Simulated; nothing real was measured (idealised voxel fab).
Process module heading - voxel ribs on slabs
It is cross-section cut that appears here, measuring 140 nm in width, its square cells being 5 nm in size.
Cross-section format: a grid of square cells, given as bands from top to bottom; each band is one or more rows of cells.
In this notation a band is specified by the heights of its top and bottom, in that order and in nm, after which its materials appear from left to right, each paired with its width in nm. The word "throughout" attached to a single material means that material fills the band from edge to edge; the word "empty" stands for empty space.
Ref level 0: as-received wafer is one material below here. Bottom band extends down with no lower bound ("0 down").
The two numbers in a width such as "30..40" mark its ends across the band: the first belongs to the top row of cells, the second to the bottom row, and from each row to the next the width moves by the same amount.
Basically "nothing altered" means that step didn't change any cell in the cross-section.
Look at "closed voids" for the closed voids: empty spaces with no open path to the top, sized 8 cells or up. Each is width x height at distance, distance from the left edge, all nm.
Formally, on a step line, whatever follows the settings is a remark that the simulator itself makes on the step.
overlay nm: mask right of planned place by this much (step with mask). Neg. = left.
-- Here's what the planned process steps look like
1) RECEIVE, material Si
2) DIRECTIONAL_DEP, material SiO2, thk nm 25
3) DIRECTIONAL_DEP, material polySi, thk nm 15
4) DIRECTIONAL_DEP, material aC, thk nm 10
5) PATTERN, tone cover, mask id RIB, material resist, width nm 15, thk nm 30, overlay nm 0
6) DIRECTIONAL_ETCH, etch materials aC, depth nm 10
7) STRIP, etch materials resist
8) DIRECTIONAL_ETCH, etch materials polySi, depth nm 10
9) STRIP, etch materials aC
10) DIRECTIONAL_DEP, material aC, thk nm 10
11) PATTERN, tone cover, mask id SLAB, material resist, width nm 65, thk nm 30, overlay nm 0
12) DIRECTIONAL_ETCH, etch materials aC, depth nm 10
13) STRIP, etch materials resist
14) DIRECTIONAL_ETCH, etch materials polySi, depth nm 5
15) STRIP, etch materials aC
16) FILL_DEP, material SiO2, thk nm 25
17) CMP, height nm 60
18) DIRECTIONAL_DEP, material TiN, thk nm 10
19) DIRECTIONAL_DEP, material aC, thk nm 10
20) PATTERN, tone cover, mask id HEATER, material resist, width nm 35, thk nm 25, overlay nm 0
21) DIRECTIONAL_ETCH, etch materials aC, depth nm 10
22) STRIP, etch materials resist
23) DIRECTIONAL_ETCH, etch materials TiN, depth nm 10
24) STRIP, etch materials aC
25) CONFORMAL_DEP, material SiO2, thk nm 10
All wafers enter the flow in the same state. The width nm at step 5 differs from wafer to wafer, and the plan gives the value for the first wafer.
-- Cross-section: the first of several wafers in its as-received state, i.e. following step 1
> 0 down  Si throughout
> closed voids: none
-- Cross-section of the first of several wafers, taken after step 25, where the module ends
> 80 to 70  empty (40), then SiO2 (55), then empty (45)
> 70 to 60  SiO2 (50), then TiN (35), then SiO2 (55)
> 60 to 40  SiO2 throughout
> 40 to 30  SiO2 (60), then polySi (15), then SiO2 (65)
> 30 to 25  SiO2 (35), then polySi (65), then SiO2 (40)
> 25 to 0  SiO2 throughout
> 0 down  Si throughout
> closed voids: none
-- Cross-section of the final wafer among several, taken at the end of the module
> 80 to 70  empty (40), then SiO2 (55), then empty (45)
> 70 to 60  SiO2 (50), then TiN (35), then SiO2 (55)
> 60 to 40  SiO2 throughout
> 40 to 30  SiO2 (50), then polySi (40), then SiO2 (50)
> 30 to 25  SiO2 (35), then polySi (65), then SiO2 (40)
> 25 to 0  SiO2 throughout
> 0 down  Si throughout
> closed voids: none
-- Where each wafer stands at the end of the module, a row apiece: cells of each material gained (+) or lost (-) since it was received, then closed voids
width nm 15 | +381 SiO2 | +14 TiN | +19 polySi | closed voids: none
width nm 20 | +379 SiO2 | +14 TiN | +21 polySi | closed voids: none
width nm 25 | +377 SiO2 | +14 TiN | +23 polySi | closed voids: none
width nm 30 | +375 SiO2 | +14 TiN | +25 polySi | closed voids: none
width nm 35 | +373 SiO2 | +14 TiN | +27 polySi | closed voids: none
width nm 40 | +371 SiO2 | +14 TiN | +29 polySi | closed voids: none
